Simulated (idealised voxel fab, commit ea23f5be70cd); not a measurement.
Name of the process module below: voxel released beams
Square cell edge 5 nm, section width 290 nm, ID cut.
Each cross-section below is a grid of square cells, stated as bands in top-down order, with one or more rows of cells making up each band. It is stipulated that each band's entry specify, in nanometres, the height of the top of the band and then that of its bottom, followed by the materials of the band in left-to-right sequence, each together with its width in nanometres. A single material marked by the word "everywhere" is understood to fill the band from edge to edge; the word "air" is understood to denote empty space. Ref level 0: as-received wafer is one material below here. Bottom band extends down with no lower bound ("0..down"). Think of "30->40" as a width that walks from the first number to the second as you go down the band, top row to bottom row, taking equal-sized steps from row to row. "nothing altered" after a step means that no cell of the cross-section changed. "Voids, fully enclosed" specifies each empty space that is not open to the top and that occupies no fewer than 8 cells, using the form width x height at distance, the distance measured from the left edge and all three quantities in nm. On each step's line, the part that comes after the settings is the simulator's own comment on the step. The "overlay nm" setting may appear on a step's line; for a step that uses a mask, it gives how far to the right of its planned position the mask lay, and a negative value indicates the left.
### So here's the lineup of process steps we planned
- 1: RECEIVE, material Si
- 2: CONFORMAL_DEP, material Al2O3, thk nm 10
- 3: DIRECTIONAL_DEP, material SiO2, thk nm 10
- 4: PATTERN, tone open, mask id ANCHOR, material resist, width nm 25, thk nm 20, overlay nm 0
- 5: DIRECTIONAL_ETCH, etch materials SiO2, depth nm 10
- 6: STRIP, etch materials resist
- 7: CONFORMAL_DEP, material SiN, thk nm 10
- 8: MASKED_ETCH, tone cover, mask id BEAM, width nm 80, etch materials SiN, depth nm 10, overlay nm 0
- 9: STRIP, etch materials SiO2
### So, the first of our two wafers, run just as we planned it
### As received (post step 1): cross-section
    0..down = Si everywhere
    Voids, fully enclosed: none
### Cross-section of the wafer after step 2
    10..0 = Al2O3 everywhere
    Heights below 0 show no change.
### Cross-section of the wafer after step 3
    20..10 = SiO2 everywhere
    Heights below 10 show no change.
### Cross-section of the wafer after step 4
    40..20 = 105 resist; 25 air; 160 resist
    Heights below 20 show no change.
### Cross-section of the wafer after step 5
    40..20 = 105 resist; 25 air; 160 resist
    20..10 = 105 SiO2; 25 air; 160 SiO2
    Heights below 10 show no change.
### Cross-section of the wafer after step 6
    20..10 = 105 SiO2; 25 air; 160 SiO2
    Heights below 10 show no change.
### Cross-section of the wafer after step 7
    30..20 = 115 SiN; 5 air; 170 SiN
    20..10 = 105 SiO2; 25 SiN; 160 SiO2
    Heights below 10 show no change.
### Cross-section of the wafer after step 8
    30..20 = 100 air; 15 SiN; 5 air; 60 SiN; 110 air
    Heights below 20 show no change.
### Cross-section of the wafer after step 9
    30..20 = 100 air; 15 SiN; 5 air; 60 SiN; 110 air
    20..10 = 105 air; 25 SiN; 160 air
    Heights below 10 show no change.
### What follows concerns the second wafer, which started out like the first and was meant to follow the very same plan; one mistake crept in when it was run, but everything up to and including step 1 is the same as for the first wafer
when step 2 should have ended: nothing altered
### when step 3 should have ended
    10..0 = SiO2 everywhere
    Heights below 0 show no change.
### when step 4 should have ended
    30..10 = 105 resist; 25 air; 160 resist
    Heights below 10 show no change.
### when step 5 should have ended
    30..10 = 105 resist; 25 air; 160 resist
    10..0 = 105 SiO2; 25 air; 160 SiO2
    Heights below 0 show no change.
### when step 6 should have ended
    10..0 = 105 SiO2; 25 air; 160 SiO2
    Heights below 0 show no change.
### when step 7 should have ended
    20..10 = 115 SiN; 5 air; 170 SiN
    10..0 = 105 SiO2; 25 SiN; 160 SiO2
    Heights below 0 show no change.
### when step 8 should have ended
    20..10 = 100 air; 15 SiN; 5 air; 60 SiN; 110 air
    Heights below 10 show no change.
### when step 9 should have ended
    20..10 = 100 air; 15 SiN; 5 air; 60 SiN; 110 air
    10..0 = 105 air; 25 SiN; 160 air
    Heights below 0 show no change.
In executing the process, a mistake was made relative to the plan: plan step 2 was not performed, having been skipped
Looking at both finished wafers in cells, the second ends up ahead of or behind the first on some materials: 116 fewer of Al2O3
